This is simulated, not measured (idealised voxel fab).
This is a process module. Its name is voxel wiring stack.
Xsec cut, 140 nm wide, square cell size 5 nm.
Just so we're on the same page, the cross-sections are grids of square cells, and they're listed out in bands top to bottom, each band one or more rows deep.
Heights first: top, then bottom, in nm. Then materials, left to right, each with a width in nm. "everywhere" on a single material: fills the band edge to edge. "blank": empty space.
It should be noted that heights are counted from 0, beneath which the wafer as supplied is of one material throughout, and that the lowest band possesses no lower boundary but continues downward, as written in "0 -> down".
A width such as "30..40" changes by the same amount from each row of cells to the next, from the band's top row to its bottom row.
For the purposes of this document, the phrase "nothing was modified" attached to a step denotes that no cell within the cross-section was modified by that step.
Entry "Enclosed void entries". Content: empty spaces with no open connection to the top, size 8 cells or greater. Each: width x height at distance. Distance: from left edge. Unit: nm.
Where a step's line continues beyond its settings, the continuation is a remark by the simulator itself on that step.
A step line may carry the setting "overlay nm", which, for steps involving a mask, states the distance by which the mask lay to the right of its intended position; negative values denote displacement to the left.
Guide to the pairs. Each holds a before and an after cross-section around one process step; the after cross-section is cut off at the lowest band that changed. Look under the pair for the step between them and its settings. Pairs can come from different runs of this module on the same starting wafer, so a pair follows on from the one above it only where its entry headed "Prior to step" says it does.

# Prior to step
0 -> down  Si everywhere
Enclosed void entries: none

# After the Step
15 -> 0  SiO2 everywhere
No changes below 0.
Enclosed void entries: none
Which operation links the two cross-sections above? CONFORMAL_DEP, material SiO2, thk nm 15

Prior to step: carried over from the after image of the pair right above.

# After the Step
20 -> 15  TiN everywhere
No changes below 15.
Enclosed void entries: none
Which operation links the two cross-sections above? DIRECTIONAL_DEP, material TiN, thk nm 5

Prior to step: carried over from the after image of the pair right above.

# After the Step
45 -> 20  Ru everywhere
No changes below 20.
Enclosed void entries: none
Which operation links the two cross-sections above? DIRECTIONAL_DEP, material Ru, thk nm 25

Prior to step: carried over from the after image of the pair right above.

# After the Step
45 -> 20  blank 15  Ru 25  blank 15  Ru 25  blank 15  Ru 25  blank 20
No changes below 20.
Enclosed void entries: none
Which operation links the two cross-sections above? MASKED_ETCH, tone cover, mask id METAL_1, width nm 25, pitch nm 40, etch materials Ru, depth nm 25, overlay nm 0

Prior to step: carried over from the after image of the pair right above.

# After the Step
45 -> 20  blank 15  Ru 25  blank 15  Ru 25  blank 15  Ru 25  blank 20
20 -> 15  blank 15  TiN 25  blank 15  TiN 25  blank 15  TiN 25  blank 20
No changes below 15.
Enclosed void entries: none
Which operation links the two cross-sections above? MASKED_ETCH, tone cover, mask id METAL_1, width nm 25, pitch nm 40, etch materials TiN, depth nm 5, overlay nm 0

Prior to step: carried over from the after image of the pair right above.

# After the Step
50 -> 45  lowk everywhere
45 -> 20  lowk 15  Ru 25  lowk 15  Ru 25  lowk 15  Ru 25  lowk 20
20 -> 15  lowk 15  TiN 25  lowk 15  TiN 25  lowk 15  TiN 25  lowk 20
No changes below 15.
Enclosed void entries: none
Which operation links the two cross-sections above? FILL_DEP, material lowk, thk nm 5

Prior to step: carried over from the after image of the pair right above.

# After the Step
45 -> 20  lowk 15  Ru 25  lowk 15  Ru 25  lowk 15  Ru 25  lowk 20
No changes below 20.
Enclosed void entries: none
Which operation links the two cross-sections above? CMP, height nm 45

Prior to step: carried over from the after image of the pair right above.

# After the Step
50 -> 45  SiCN everywhere
No changes below 45.
Enclosed void entries: none
Which operation links the two cross-sections above? CONFORMAL_DEP, material SiCN, thk nm 5

Prior to step: carried over from the after image of the pair right above.

# After the Step
70 -> 50  lowk everywhere
No changes below 50.
Enclosed void entries: none
Which operation links the two cross-sections above? DIRECTIONAL_DEP, material lowk, thk nm 20

Prior to step: carried over from the after image of the pair right above.

# After the Step
70 -> 50  lowk 15  blank 15  lowk 65  blank 15  lowk 30
No changes below 50.
Enclosed void entries: none
Which operation links the two cross-sections above? MASKED_ETCH, tone open, mask id PLUG_1, width nm 15, pitch nm 80, etch materials lowk, depth nm 20, overlay nm 0

Prior to step: carried over from the after image of the pair right above.

# After the Step
70 -> 50  lowk 15  blank 15  lowk 65  blank 15  lowk 30
50 -> 45  SiCN 15  blank 15  SiCN 65  blank 15  SiCN 30
No changes below 45.
Enclosed void entries: none
Which operation links the two cross-sections above? MASKED_ETCH, tone open, mask id PLUG_1, width nm 15, pitch nm 80, etch materials SiCN, depth nm 5, overlay nm 0

Prior to step: carried over from the after image of the pair right above.

# After the Step
70 -> 55  lowk 15  blank 15  lowk 65  blank 15  lowk 30
55 -> 50  lowk 15  Ru 15  lowk 65  Ru 15  lowk 30
50 -> 45  SiCN 15  Ru 15  SiCN 65  Ru 15  SiCN 30
No changes below 45.
Enclosed void entries: none
Which operation links the two cross-sections above? EPI, material Ru, thk nm 10

Prior to step: carried over from the after image of the pair right above.

# After the Step
70 -> 65  lowk 15  blank 15  lowk 65  blank 15  lowk 30
65 -> 50  lowk 15  Ru 15  lowk 65  Ru 15  lowk 30
No changes below 50.
Enclosed void entries: none
Which operation links the two cross-sections above? EPI, material Ru, thk nm 10

Prior to step: carried over from the after image of the pair right above.

# After the Step
70 -> 50  lowk 15  Ru 15  lowk 65  Ru 15  lowk 30
No changes below 50.
Enclosed void entries: none
Which operation links the two cross-sections above? EPI, material Ru, thk nm 5

Prior to step: carried over from the after image of the pair right above.

# After the Step
75 -> 70  SiCN everywhere
No changes below 70.
Enclosed void entries: none
Which operation links the two cross-sections above? CONFORMAL_DEP, material SiCN, thk nm 5

Prior to step: carried over from the after image of the pair right above.

# After the Step
100 -> 75  SiO2 everywhere
No changes below 75.
Enclosed void entries: none
Which operation links the two cross-sections above? DIRECTIONAL_DEP, material SiO2, thk nm 25

Prior to step: carried over from the after image of the pair right above.

# After the Step
100 -> 75  SiO2 15  blank 25  SiO2 15  blank 25  SiO2 15  blank 25  SiO2 20
No changes below 75.
Enclosed void entries: none
Which operation links the two cross-sections above? MASKED_ETCH, tone open, mask id METAL_2, width nm 25, pitch nm 40, etch materials SiO2, depth nm 25, overlay nm 0

Prior to step: carried over from the after image of the pair right above.

# After the Step
100 -> 75  SiO2 15  blank 25  SiO2 15  blank 25  SiO2 15  blank 25  SiO2 20
75 -> 70  SiCN 15  blank 25  SiCN 15  blank 25  SiCN 15  blank 25  SiCN 20
No changes below 70.
Enclosed void entries: none
Which operation links the two cross-sections above? MASKED_ETCH, tone open, mask id METAL_2, width nm 25, pitch nm 40, etch materials SiCN, depth nm 5, overlay nm 0

Prior to step: carried over from the after image of the pair right above.

# After the Step
105 -> 100  TiN 20  blank 15  TiN 25  blank 15  TiN 25  blank 15  TiN 25
100 -> 75  SiO2 15  TiN 5  blank 15  TiN 5  SiO2 15  TiN 5  blank 15  TiN 5  SiO2 15  TiN 5  blank 15  TiN 5  SiO2 20
75 -> 70  SiCN 15  TiN 25  SiCN 15  TiN 25  SiCN 15  TiN 25  SiCN 20
No changes below 70.
Enclosed void entries: none
Which operation links the two cross-sections above? CONFORMAL_DEP, material TiN, thk nm 5

Prior to step: carried over from the after image of the pair right above.

# After the Step
110 -> 105  Cu everywhere
105 -> 100  TiN 20  Cu 15  TiN 25  Cu 15  TiN 25  Cu 15  TiN 25
100 -> 75  SiO2 15  TiN 5  Cu 15  TiN 5  SiO2 15  TiN 5  Cu 15  TiN 5  SiO2 15  TiN 5  Cu 15  TiN 5  SiO2 20
No changes below 75.
Enclosed void entries: none
Which operation links the two cross-sections above? FILL_DEP, material Cu, thk nm 5

Prior to step: carried over from the after image of the pair right above.

# After the Step
100 -> 75  SiO2 15  TiN 5  Cu 15  TiN 5  SiO2 15  TiN 5  Cu 15  TiN 5  SiO2 15  TiN 5  Cu 15  TiN 5  SiO2 20
No changes below 75.
Enclosed void entries: none
Which operation links the two cross-sections above? CMP, height nm 100

Prior to step: carried over from the after image of the pair right above.

# After the Step
105 -> 100  blank 10  Ru 35  blank 5  Ru 35  blank 5  Ru 35  blank 15
No changes below 100.
Enclosed void entries: none
Which operation links the two cross-sections above? EPI, material Ru, thk nm 5

Prior to step: carried over from the after image of the pair right above.

# After the Step
110 -> 105  SiCN everywhere
105 -> 100  SiCN 10  Ru 35  SiCN 5  Ru 35  SiCN 5  Ru 35  SiCN 15
No changes below 100.
Enclosed void entries: none
Which operation links the two cross-sections above? FILL_DEP, material SiCN, thk nm 5

# Prior to step
50 -> 45  SiCN everywhere
45 -> 20  lowk 15  Ru 25  lowk 15  Ru 25  lowk 15  Ru 25  lowk 20
20 -> 15  lowk 15  TiN 25  lowk 15  TiN 25  lowk 15  TiN 25  lowk 20
15 -> 0  SiO2 everywhere
0 -> down  Si everywhere
Enclosed void entries: none

# After the Step
50 -> 45  SiCN 15  blank 15  SiCN 65  blank 15  SiCN 30
No changes below 45.
Enclosed void entries: none
Which operation links the two cross-sections above? MASKED_ETCH, tone open, mask id PLUG_1, width nm 15, pitch nm 80, etch materials SiCN, depth nm 5, overlay nm 0

Prior to step: carried over from the after image of the pair right above.

# After the Step
55 -> 50  blank 10  Ru 25  blank 55  Ru 25  blank 25
50 -> 45  SiCN 15  Ru 15  SiCN 65  Ru 15  SiCN 30
No changes below 45.
Enclosed void entries: none
Which operation links the two cross-sections above? EPI, material Ru, thk nm 10

Prior to step: carried over from the after image of the pair right above.

# After the Step
65 -> 50  Ru 45  blank 35  Ru 45  blank 15
No changes below 50.
Enclosed void entries: none
Which operation links the two cross-sections above? EPI, material Ru, thk nm 10

Prior to step: carried over from the after image of the pair right above.

# After the Step
70 -> 50  Ru 50  blank 25  Ru 55  blank 10
No changes below 50.
Enclosed void entries: none
Which operation links the two cross-sections above? EPI, material Ru, thk nm 5

Prior to step: carried over from the after image of the pair right above.

# After the Step
75 -> 70  SiCN 55  blank 15  SiCN 65  blank 5
70 -> 55  Ru 50  SiCN 5  blank 15  SiCN 5  Ru 55  SiCN 5  blank 5
55 -> 50  Ru 50  SiCN 25  Ru 55  SiCN 10
No changes below 50.
Enclosed void entries: none
Which operation links the two cross-sections above? CONFORMAL_DEP, material SiCN, thk nm 5

Prior to step: carried over from the after image of the pair right above.

# After the Step
100 -> 80  SiO2 55  blank 15  SiO2 65  blank 5
80 -> 75  SiO2 everywhere
75 -> 70  SiCN 55  SiO2 15  SiCN 65  SiO2 5
70 -> 55  Ru 50  SiCN 5  SiO2 15  SiCN 5  Ru 55  SiCN 5  SiO2 5
No changes below 55.
Enclosed void entries: none
Which operation links the two cross-sections above? DIRECTIONAL_DEP, material SiO2, thk nm 25

Prior to step: carried over from the after image of the pair right above.

# After the Step
100 -> 80  SiO2 15  blank 25  SiO2 15  blank 25  SiO2 15  blank 25  SiO2 15  blank 5
80 -> 75  SiO2 15  blank 25  SiO2 15  blank 25  SiO2 15  blank 25  SiO2 20
75 -> 70  SiCN 55  blank 15  SiCN 65  SiO2 5
70 -> 55  Ru 50  SiCN 5  blank 15  SiCN 5  Ru 55  SiCN 5  SiO2 5
No changes below 55.
Enclosed void entries: none
Which operation links the two cross-sections above? MASKED_ETCH, tone open, mask id METAL_2, width nm 25, pitch nm 40, etch materials SiO2, depth nm 25, overlay nm 0

Prior to step: carried over from the after image of the pair right above.

# After the Step
100 -> 80  SiO2 15  blank 25  SiO2 15  blank 25  SiO2 15  blank 25  SiO2 15  blank 5
80 -> 75  SiO2 15  blank 25  SiO2 15  blank 25  SiO2 15  blank 25  SiO2 20
75 -> 70  SiCN 15  blank 25  SiCN 15  blank 25  SiCN 15  blank 25  SiCN 15  SiO2 5
70 -> 55  Ru 50  SiCN 5  blank 15  SiCN 5  Ru 55  SiCN 5  SiO2 5
55 -> 50  Ru 50  SiCN 5  blank 15  SiCN 5  Ru 55  SiCN 10
No changes below 50.
Enclosed void entries: none
Which operation links the two cross-sections above? MASKED_ETCH, tone open, mask id METAL_2, width nm 25, pitch nm 40, etch materials SiCN, depth nm 5, overlay nm 0

Prior to step: carried over from the after image of the pair right above.

# After the Step
105 -> 100  TiN 20  blank 15  TiN 25  blank 15  TiN 25  blank 15  TiN 25
100 -> 80  SiO2 15  TiN 5  blank 15  TiN 5  SiO2 15  TiN 5  blank 15  TiN 5  SiO2 15  TiN 5  blank 15  TiN 5  SiO2 15  TiN 5
80 -> 75  SiO2 15  TiN 5  blank 15  TiN 5  SiO2 15  TiN 5  blank 15  TiN 5  SiO2 15  TiN 5  blank 15  TiN 5  SiO2 20
75 -> 70  SiCN 15  TiN 25  SiCN 15  TiN 5  blank 5  TiN 15  SiCN 15  TiN 25  SiCN 15  SiO2 5
70 -> 55  Ru 50  SiCN 5  TiN 5  blank 5  TiN 5  SiCN 5  Ru 55  SiCN 5  SiO2 5
55 -> 50  Ru 50  SiCN 5  TiN 15  SiCN 5  Ru 55  SiCN 10
No changes below 50.
Enclosed void entries: none
Which operation links the two cross-sections above? CONFORMAL_DEP, material TiN, thk nm 5

Prior to step: carried over from the after image of the pair right above.

# After the Step
110 -> 105  Cu everywhere
105 -> 100  TiN 20  Cu 15  TiN 25  Cu 15  TiN 25  Cu 15  TiN 25
100 -> 80  SiO2 15  TiN 5  Cu 15  TiN 5  SiO2 15  TiN 5  Cu 15  TiN 5  SiO2 15  TiN 5  Cu 15  TiN 5  SiO2 15  TiN 5
80 -> 75  SiO2 15  TiN 5  Cu 15  TiN 5  SiO2 15  TiN 5  Cu 15  TiN 5  SiO2 15  TiN 5  Cu 15  TiN 5  SiO2 20
75 -> 70  SiCN 15  TiN 25  SiCN 15  TiN 5  Cu 5  TiN 15  SiCN 15  TiN 25  SiCN 15  SiO2 5
70 -> 55  Ru 50  SiCN 5  TiN 5  Cu 5  TiN 5  SiCN 5  Ru 55  SiCN 5  SiO2 5
No changes below 55.
Enclosed void entries: none
Which operation links the two cross-sections above? FILL_DEP, material Cu, thk nm 5

Prior to step: carried over from the after image of the pair right above.

# After the Step
100 -> 80  SiO2 15  TiN 5  Cu 15  TiN 5  SiO2 15  TiN 5  Cu 15  TiN 5  SiO2 15  TiN 5  Cu 15  TiN 5  SiO2 15  TiN 5
No changes below 80.
Enclosed void entries: none
Which operation links the two cross-sections above? CMP, height nm 100

Prior to step: carried over from the after image of the pair right above.

# After the Step
105 -> 100  blank 10  Ru 35  blank 5  Ru 35  blank 5  Ru 35  blank 5  Ru 10
No changes below 100.
Enclosed void entries: none
Which operation links the two cross-sections above? EPI, material Ru, thk nm 5

Prior to step: carried over from the after image of the pair right above.

# After the Step
110 -> 105  SiCN everywhere
105 -> 100  SiCN 10  Ru 35  SiCN 5  Ru 35  SiCN 5  Ru 35  SiCN 5  Ru 10
No changes below 100.
Enclosed void entries: none
Which operation links the two cross-sections above? FILL_DEP, material SiCN, thk nm 5

# Prior to step
15 -> 0  SiO2 everywhere
0 -> down  Si everywhere
Enclosed void entries: none

# After the Step
30 -> 0  SiO2 everywhere
No changes below 0.
Enclosed void entries: none
Which operation links the two cross-sections above? CONFORMAL_DEP, material SiO2, thk nm 15

Prior to step: carried over from the after image of the pair right above.

# After the Step
35 -> 30  TiN everywhere
No changes below 30.
Enclosed void entries: none
Which operation links the two cross-sections above? DIRECTIONAL_DEP, material TiN, thk nm 5

Prior to step: carried over from the after image of the pair right above.

# After the Step
60 -> 35  Ru everywhere
No changes below 35.
Enclosed void entries: none
Which operation links the two cross-sections above? DIRECTIONAL_DEP, material Ru, thk nm 25

Prior to step: carried over from the after image of the pair right above.

# After the Step
60 -> 35  blank 15  Ru 25  blank 15  Ru 25  blank 15  Ru 25  blank 20
No changes below 35.
Enclosed void entries: none
Which operation links the two cross-sections above? MASKED_ETCH, tone cover, mask id METAL_1, width nm 25, pitch nm 40, etch materials Ru, depth nm 25, overlay nm 0

Prior to step: carried over from the after image of the pair right above.

# After the Step
60 -> 35  blank 15  Ru 25  blank 15  Ru 25  blank 15  Ru 25  blank 20
35 -> 30  blank 15  TiN 25  blank 15  TiN 25  blank 15  TiN 25  blank 20
No changes below 30.
Enclosed void entries: none
Which operation links the two cross-sections above? MASKED_ETCH, tone cover, mask id METAL_1, width nm 25, pitch nm 40, etch materials TiN, depth nm 5, overlay nm 0

Prior to step: carried over from the after image of the pair right above.

# After the Step
65 -> 60  lowk everywhere
60 -> 35  lowk 15  Ru 25  lowk 15  Ru 25  lowk 15  Ru 25  lowk 20
35 -> 30  lowk 15  TiN 25  lowk 15  TiN 25  lowk 15  TiN 25  lowk 20
No changes below 30.
Enclosed void entries: none
Which operation links the two cross-sections above? FILL_DEP, material lowk, thk nm 5

Prior to step: carried over from the after image of the pair right above.

# After the Step
45 -> 35  lowk 15  Ru 25  lowk 15  Ru 25  lowk 15  Ru 25  lowk 20
No changes below 35.
Enclosed void entries: none
Which operation links the two cross-sections above? CMP, height nm 45

Prior to step: carried over from the after image of the pair right above.

# After the Step
50 -> 45  SiCN everywhere
No changes below 45.
Enclosed void entries: none
Which operation links the two cross-sections above? CONFORMAL_DEP, material SiCN, thk nm 5

Prior to step: carried over from the after image of the pair right above.

# After the Step
70 -> 50  lowk everywhere
No changes below 50.
Enclosed void entries: none
Which operation links the two cross-sections above? DIRECTIONAL_DEP, material lowk, thk nm 20

Prior to step: carried over from the after image of the pair right above.

# After the Step
70 -> 50  lowk 15  blank 15  lowk 65  blank 15  lowk 30
No changes below 50.
Enclosed void entries: none
Which operation links the two cross-sections above? MASKED_ETCH, tone open, mask id PLUG_1, width nm 15, pitch nm 80, etch materials lowk, depth nm 20, overlay nm 0

Prior to step: carried over from the after image of the pair right above.

# After the Step
70 -> 50  lowk 15  blank 15  lowk 65  blank 15  lowk 30
50 -> 45  SiCN 15  blank 15  SiCN 65  blank 15  SiCN 30
No changes below 45.
Enclosed void entries: none
Which operation links the two cross-sections above? MASKED_ETCH, tone open, mask id PLUG_1, width nm 15, pitch nm 80, etch materials SiCN, depth nm 5, overlay nm 0

Prior to step: carried over from the after image of the pair right above.

# After the Step
70 -> 55  lowk 15  blank 15  lowk 65  blank 15  lowk 30
55 -> 50  lowk 15  Ru 15  lowk 65  Ru 15  lowk 30
50 -> 45  SiCN 15  Ru 15  SiCN 65  Ru 15  SiCN 30
No changes below 45.
Enclosed void entries: none
Which operation links the two cross-sections above? EPI, material Ru, thk nm 10

Prior to step: carried over from the after image of the pair right above.

# After the Step
70 -> 65  lowk 15  blank 15  lowk 65  blank 15  lowk 30
65 -> 50  lowk 15  Ru 15  lowk 65  Ru 15  lowk 30
No changes below 50.
Enclosed void entries: none
Which operation links the two cross-sections above? EPI, material Ru, thk nm 10

Prior to step: carried over from the after image of the pair right above.

# After the Step
70 -> 50  lowk 15  Ru 15  lowk 65  Ru 15  lowk 30
No changes below 50.
Enclosed void entries: none
Which operation links the two cross-sections above? EPI, material Ru, thk nm 5

Prior to step: carried over from the after image of the pair right above.

# After the Step
75 -> 70  SiCN everywhere
No changes below 70.
Enclosed void entries: none
Which operation links the two cross-sections above? CONFORMAL_DEP, material SiCN, thk nm 5

Prior to step: carried over from the after image of the pair right above.

# After the Step
100 -> 75  SiO2 everywhere
No changes below 75.
Enclosed void entries: none
Which operation links the two cross-sections above? DIRECTIONAL_DEP, material SiO2, thk nm 25

Prior to step: carried over from the after image of the pair right above.

# After the Step
100 -> 75  SiO2 15  blank 25  SiO2 15  blank 25  SiO2 15  blank 25  SiO2 20
No changes below 75.
Enclosed void entries: none
Which operation links the two cross-sections above? MASKED_ETCH, tone open, mask id METAL_2, width nm 25, pitch nm 40, etch materials SiO2, depth nm 25, overlay nm 0

Prior to step: carried over from the after image of the pair right above.

# After the Step
100 -> 75  SiO2 15  blank 25  SiO2 15  blank 25  SiO2 15  blank 25  SiO2 20
75 -> 70  SiCN 15  blank 25  SiCN 15  blank 25  SiCN 15  blank 25  SiCN 20
No changes below 70.
Enclosed void entries: none
Which operation links the two cross-sections above? MASKED_ETCH, tone open, mask id METAL_2, width nm 25, pitch nm 40, etch materials SiCN, depth nm 5, overlay nm 0

Prior to step: carried over from the after image of the pair right above.

# After the Step
105 -> 100  TiN 20  blank 15  TiN 25  blank 15  TiN 25  blank 15  TiN 25
100 -> 75  SiO2 15  TiN 5  blank 15  TiN 5  SiO2 15  TiN 5  blank 15  TiN 5  SiO2 15  TiN 5  blank 15  TiN 5  SiO2 20
75 -> 70  SiCN 15  TiN 25  SiCN 15  TiN 25  SiCN 15  TiN 25  SiCN 20
No changes below 70.
Enclosed void entries: none
Which operation links the two cross-sections above? CONFORMAL_DEP, material TiN, thk nm 5

Prior to step: carried over from the after image of the pair right above.

# After the Step
110 -> 105  Cu everywhere
105 -> 100  TiN 20  Cu 15  TiN 25  Cu 15  TiN 25  Cu 15  TiN 25
100 -> 75  SiO2 15  TiN 5  Cu 15  TiN 5  SiO2 15  TiN 5  Cu 15  TiN 5  SiO2 15  TiN 5  Cu 15  TiN 5  SiO2 20
No changes below 75.
Enclosed void entries: none
Which operation links the two cross-sections above? FILL_DEP, material Cu, thk nm 5

Prior to step: carried over from the after image of the pair right above.

# After the Step
100 -> 75  SiO2 15  TiN 5  Cu 15  TiN 5  SiO2 15  TiN 5  Cu 15  TiN 5  SiO2 15  TiN 5  Cu 15  TiN 5  SiO2 20
No changes below 75.
Enclosed void entries: none
Which operation links the two cross-sections above? CMP, height nm 100

Prior to step: carried over from the after image of the pair right above.

# After the Step
105 -> 100  blank 10  Ru 35  blank 5  Ru 35  blank 5  Ru 35  blank 15
No changes below 100.
Enclosed void entries: none
Which operation links the two cross-sections above? EPI, material Ru, thk nm 5

Prior to step: carried over from the after image of the pair right above.

# After the Step
110 -> 105  SiCN everywhere
105 -> 100  SiCN 10  Ru 35  SiCN 5  Ru 35  SiCN 5  Ru 35  SiCN 15
No changes below 100.
Enclosed void entries: none
Which operation links the two cross-sections above? FILL_DEP, material SiCN, thk nm 5

# Prior to step
70 -> 50  lowk 15  Ru 15  lowk 65  Ru 15  lowk 30
50 -> 45  SiCN 15  Ru 15  SiCN 65  Ru 15  SiCN 30
45 -> 20  lowk 15  Ru 25  lowk 15  Ru 25  lowk 15  Ru 25  lowk 20
20 -> 15  lowk 15  TiN 25  lowk 15  TiN 25  lowk 15  TiN 25  lowk 20
15 -> 0  SiO2 everywhere
0 -> down  Si everywhere
Enclosed void entries: none

# After the Step
95 -> 70  SiO2 everywhere
No changes below 70.
Enclosed void entries: none
Which operation links the two cross-sections above? DIRECTIONAL_DEP, material SiO2, thk nm 25

Prior to step: carried over from the after image of the pair right above.

# After the Step
100 -> 95  SiCN everywhere
No changes below 95.
Enclosed void entries: none
Which operation links the two cross-sections above? CONFORMAL_DEP, material SiCN, thk nm 5

Prior to step: carried over from the after image of the pair right above.

# After the Step
100 -> 95  SiCN 15  blank 25  SiCN 15  blank 25  SiCN 15  blank 25  SiCN 20
No changes below 95.
Enclosed void entries: none
Which operation links the two cross-sections above? MASKED_ETCH, tone open, mask id METAL_2, width nm 25, pitch nm 40, etch materials SiCN, depth nm 5, overlay nm 0

Prior to step: carried over from the after image of the pair right above.

# After the Step
105 -> 100  TiN 20  blank 15  TiN 25  blank 15  TiN 25  blank 15  TiN 25
100 -> 95  SiCN 15  TiN 25  SiCN 15  TiN 25  SiCN 15  TiN 25  SiCN 20
No changes below 95.
Enclosed void entries: none
Which operation links the two cross-sections above? CONFORMAL_DEP, material TiN, thk nm 5

Prior to step: carried over from the after image of the pair right above.

# After the Step
110 -> 105  Cu everywhere
105 -> 100  TiN 20  Cu 15  TiN 25  Cu 15  TiN 25  Cu 15  TiN 25
No changes below 100.
Enclosed void entries: none
Which operation links the two cross-sections above? FILL_DEP, material Cu, thk nm 5

Prior to step: carried over from the after image of the pair right above.

# After the Step
100 -> 95  SiCN 15  TiN 25  SiCN 15  TiN 25  SiCN 15  TiN 25  SiCN 20
No changes below 95.
Enclosed void entries: none
Which operation links the two cross-sections above? CMP, height nm 100

Prior to step: carried over from the after image of the pair right above.

# After the Step
105 -> 100  blank 10  Ru 35  blank 5  Ru 35  blank 5  Ru 35  blank 15
No changes below 100.
Enclosed void entries: none
Which operation links the two cross-sections above? EPI, material Ru, thk nm 5

Prior to step: carried over from the after image of the pair right above.

# After the Step
110 -> 105  SiCN everywhere
105 -> 100  SiCN 10  Ru 35  SiCN 5  Ru 35  SiCN 5  Ru 35  SiCN 15
No changes below 100.
Enclosed void entries: none
Which operation links the two cross-sections above? FILL_DEP, material SiCN, thk nm 5

# Prior to step
70 -> 50  lowk 15  Ru 15  lowk 65  Ru 15  lowk 30
50 -> 45  SiCN 15  Ru 15  SiCN 65  Ru 15  SiCN 30
45 -> 20  lowk 15  Ru 25  lowk 15  Ru 25  lowk 15  Ru 25  lowk 20
20 -> 15  lowk 15  TiN 25  lowk 15  TiN 25  lowk 15  TiN 25  lowk 20
15 -> 0  SiO2 everywhere
0 -> down  Si everywhere
Enclosed void entries: none

# After the Step
85 -> 70  SiCN everywhere
No changes below 70.
Enclosed void entries: none
Which operation links the two cross-sections above? CONFORMAL_DEP, material SiCN, thk nm 15

Prior to step: carried over from the after image of the pair right above.

# After the Step
110 -> 85  SiO2 everywhere
No changes below 85.
Enclosed void entries: none
Which operation links the two cross-sections above? DIRECTIONAL_DEP, material SiO2, thk nm 25

Prior to step: carried over from the after image of the pair right above.

# After the Step
110 -> 85  SiO2 15  blank 25  SiO2 15  blank 25  SiO2 15  blank 25  SiO2 20
No changes below 85.
Enclosed void entries: none
Which operation links the two cross-sections above? MASKED_ETCH, tone open, mask id METAL_2, width nm 25, pitch nm 40, etch materials SiO2, depth nm 25, overlay nm 0

Prior to step: carried over from the after image of the pair right above.

# After the Step
110 -> 85  SiO2 15  blank 25  SiO2 15  blank 25  SiO2 15  blank 25  SiO2 20
85 -> 80  SiCN 15  blank 25  SiCN 15  blank 25  SiCN 15  blank 25  SiCN 20
No changes below 80.
Enclosed void entries: none
Which operation links the two cross-sections above? MASKED_ETCH, tone open, mask id METAL_2, width nm 25, pitch nm 40, etch materials SiCN, depth nm 5, overlay nm 0

Prior to step: carried over from the after image of the pair right above.

# After the Step
115 -> 110  TiN 20  blank 15  TiN 25  blank 15  TiN 25  blank 15  TiN 25
110 -> 85  SiO2 15  TiN 5  blank 15  TiN 5  SiO2 15  TiN 5  blank 15  TiN 5  SiO2 15  TiN 5  blank 15  TiN 5  SiO2 20
85 -> 80  SiCN 15  TiN 25  SiCN 15  TiN 25  SiCN 15  TiN 25  SiCN 20
No changes below 80.
Enclosed void entries: none
Which operation links the two cross-sections above? CONFORMAL_DEP, material TiN, thk nm 5

Prior to step: carried over from the after image of the pair right above.

# After the Step
120 -> 115  Cu everywhere
115 -> 110  TiN 20  Cu 15  TiN 25  Cu 15  TiN 25  Cu 15  TiN 25
110 -> 85  SiO2 15  TiN 5  Cu 15  TiN 5  SiO2 15  TiN 5  Cu 15  TiN 5  SiO2 15  TiN 5  Cu 15  TiN 5  SiO2 20
No changes below 85.
Enclosed void entries: none
Which operation links the two cross-sections above? FILL_DEP, material Cu, thk nm 5

Prior to step: carried over from the after image of the pair right above.

# After the Step
100 -> 85  SiO2 15  TiN 5  Cu 15  TiN 5  SiO2 15  TiN 5  Cu 15  TiN 5  SiO2 15  TiN 5  Cu 15  TiN 5  SiO2 20
No changes below 85.
Enclosed void entries: none
Which operation links the two cross-sections above? CMP, height nm 100

Prior to step: carried over from the after image of the pair right above.

# After the Step
105 -> 100  blank 10  Ru 35  blank 5  Ru 35  blank 5  Ru 35  blank 15
No changes below 100.
Enclosed void entries: none
Which operation links the two cross-sections above? EPI, material Ru, thk nm 5

Prior to step: carried over from the after image of the pair right above.

# After the Step
110 -> 105  SiCN everywhere
105 -> 100  SiCN 10  Ru 35  SiCN 5  Ru 35  SiCN 5  Ru 35  SiCN 15
No changes below 100.
Enclosed void entries: none
Which operation links the two cross-sections above? FILL_DEP, material SiCN, thk nm 5

# Prior to step
100 -> 75  SiO2 everywhere
75 -> 70  SiCN everywhere
70 -> 50  lowk 15  Ru 15  lowk 65  Ru 15  lowk 30
50 -> 45  SiCN 15  Ru 15  SiCN 65  Ru 15  SiCN 30
45 -> 20  lowk 15  Ru 25  lowk 15  Ru 25  lowk 15  Ru 25  lowk 20
20 -> 15  lowk 15  TiN 25  lowk 15  TiN 25  lowk 15  TiN 25  lowk 20
15 -> 0  SiO2 everywhere
0 -> down  Si everywhere
Enclosed void entries: none

# After the Step
100 -> 75  SiO2 20  blank 20  SiO2 20  blank 20  SiO2 20  blank 20  SiO2 20
No changes below 75.
Enclosed void entries: none
Which operation links the two cross-sections above? MASKED_ETCH, tone open, mask id METAL_2, width nm 20, pitch nm 40, etch materials SiO2, depth nm 25, overlay nm 0

Prior to step: carried over from the after image of the pair right above.

# After the Step
100 -> 75  SiO2 20  blank 20  SiO2 20  blank 20  SiO2 20  blank 20  SiO2 20
75 -> 70  SiCN 20  blank 20  SiCN 20  blank 20  SiCN 20  blank 20  SiCN 20
No changes below 70.
Enclosed void entries: none
Which operation links the two cross-sections above? MASKED_ETCH, tone open, mask id METAL_2, width nm 25, pitch nm 40, etch materials SiCN, depth nm 5, overlay nm 0

Prior to step: carried over from the after image of the pair right above.

# After the Step
105 -> 100  TiN 25  blank 10  TiN 30  blank 10  TiN 30  blank 10  TiN 25
100 -> 75  SiO2 20  TiN 5  blank 10  TiN 5  SiO2 20  TiN 5  blank 10  TiN 5  SiO2 20  TiN 5  blank 10  TiN 5  SiO2 20
75 -> 70  SiCN 20  TiN 20  SiCN 20  TiN 20  SiCN 20  TiN 20  SiCN 20
No changes below 70.
Enclosed void entries: none
Which operation links the two cross-sections above? CONFORMAL_DEP, material TiN, thk nm 5

Prior to step: carried over from the after image of the pair right above.

# After the Step
110 -> 105  Cu everywhere
105 -> 100  TiN 25  Cu 10  TiN 30  Cu 10  TiN 30  Cu 10  TiN 25
100 -> 75  SiO2 20  TiN 5  Cu 10  TiN 5  SiO2 20  TiN 5  Cu 10  TiN 5  SiO2 20  TiN 5  Cu 10  TiN 5  SiO2 20
No changes below 75.
Enclosed void entries: none
Which operation links the two cross-sections above? FILL_DEP, material Cu, thk nm 5
